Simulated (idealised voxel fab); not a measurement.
process module | voxel trench capacitor
cross-section cut | 195 nm wide | cells 5 nm
A cross-section is a grid of square cells, given in bands from the top down. A band is one or more rows of cells.
Each band's line starts with the height of the band's top and of its bottom, in nm. Then come its materials from left to right, each with its width in nm. One material with "throughout" fills the band from edge to edge. "air" is empty space.
Height 0 is the level under which the wafer as received is all one material. The lowest band goes on downwards, as in "0 down".
A width such as "30 to 40" changes by the same amount from each row of cells to the next, from the band's top row to its bottom row.
"no change" after a step means that no cell of the cross-section changed.
closed voids: empty space of 8 cells or more with no open way to the top, each as width x height at its distance from the left edge, in nm
after a step's settings: what the simulator itself notes on the step
overlay nm, on a step with a mask: how far to the right of its planned place the mask lay; to the left if negative
plan
1 op RECEIVE | material Si
2 op CONFORMAL_DEP | material SiN | thk nm 5
3 op DIRECTIONAL_DEP | material aC | thk nm 15
4 op PATTERN | tone open | mask id TRENCH | material resist | width nm 25 | pitch nm 50 | thk nm 30 | overlay nm 0
5 op DIRECTIONAL_ETCH | etch materials aC | depth nm 15
6 op STRIP | etch materials resist
7 op DIRECTIONAL_ETCH | etch materials SiN | depth nm 5
8 op DIRECTIONAL_ETCH | etch materials Si | depth nm 40
9 op STRIP | etch materials aC
10 op CONFORMAL_DEP | material Al2O3 | thk nm 5
11 op CONFORMAL_DEP | material TiN | thk nm 5
12 op FILL_DEP | material W | thk nm 10
13 op CMP | height nm 5
as received, after step 1
  0 down: Si throughout
  closed voids: none
a wafer at the end: this start, this plan, one mistake
  5 to 0: SiN 40 | Al2O3 5 | TiN 5 | W 5 | TiN 5 | Al2O3 5 | SiN 25 | Al2O3 5 | TiN 5 | W 5 | TiN 5 | Al2O3 5 | SiN 25 | Al2O3 5 | TiN 5 | W 5 | TiN 5 | Al2O3 5 | SiN 30
  0 to -30: Si 40 | Al2O3 5 | TiN 5 | W 5 | TiN 5 | Al2O3 5 | Si 25 | Al2O3 5 | TiN 5 | W 5 | TiN 5 | Al2O3 5 | Si 25 | Al2O3 5 | TiN 5 | W 5 | TiN 5 | Al2O3 5 | Si 30
  -30 to -35: Si 40 | Al2O3 5 | TiN 15 | Al2O3 5 | Si 25 | Al2O3 5 | TiN 15 | Al2O3 5 | Si 25 | Al2O3 5 | TiN 15 | Al2O3 5 | Si 30
  -35 to -40: Si 40 | Al2O3 25 | Si 25 | Al2O3 25 | Si 25 | Al2O3 25 | Si 30
  -40 down: Si throughout
  closed voids: none
what went wrong: step 4 ran as: op PATTERN | tone open | mask id TRENCH | material resist | width nm 25 | pitch nm 50 | thk nm 30 | overlay nm 5
